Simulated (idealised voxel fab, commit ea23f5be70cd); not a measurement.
process module | voxel tone inversion
cross-section cut | 145 nm wide | cells 5 nm
A cross-section is a grid of square cells, given in bands from the top down. A band is one or more rows of cells.
Each band's line starts with the height of the band's top and of its bottom, in nm. Then come its materials from left to right, each with its width in nm. One material with "throughout" fills the band from edge to edge. "air" is empty space.
Height 0 is the level under which the wafer as received is all one material. The lowest band goes on downwards, as in "0 down".
A width such as "30 to 40" changes by the same amount from each row of cells to the next, from the band's top row to its bottom row.
"no change" after a step means that no cell of the cross-section changed.
closed voids: empty space of 8 cells or more with no open way to the top, each as width x height at its distance from the left edge, in nm
after a step's settings: what the simulator itself notes on the step
overlay nm, on a step with a mask: how far to the right of its planned place the mask lay; to the left if negative
plan
1 op RECEIVE | material Si
2 op CONFORMAL_DEP | material SiCN | thk nm 10
3 op DIRECTIONAL_DEP | material aC | thk nm 25
4 op PATTERN | tone cover | mask id POSTS | material resist | width nm 25 | pitch nm 40 | thk nm 30 | overlay nm 0
5 op DIRECTIONAL_ETCH | etch materials aC | depth nm 25
6 op STRIP | etch materials resist
7 op FILL_DEP | material SiO2 | thk nm 5
8 op CMP | height nm 35
9 op STRIP | etch materials aC
10 op CONFORMAL_DEP | material TiN | thk nm 5
11 op FILL_DEP | material Ru | thk nm 5
12 op CMP | height nm 35
13 op CONFORMAL_DEP | material SiCN | thk nm 5
as received, after step 1
  0 down: Si throughout
  closed voids: none
a wafer at the end: this start, this plan, one mistake
  40 to 35: SiCN throughout
  35 to 15: SiO2 45 | TiN 5 | Ru 5 | TiN 5 | SiO2 25 | TiN 5 | Ru 5 | TiN 5 | SiO2 45
  15 to 10: SiO2 45 | TiN 15 | SiO2 25 | TiN 15 | SiO2 45
  10 to 0: SiCN throughout
  0 down: Si throughout
  closed voids: none
what went wrong: step 4 ran as: op PATTERN | tone cover | mask id POSTS | material resist | width nm 15 | pitch nm 40 | thk nm 30 | overlay nm 0
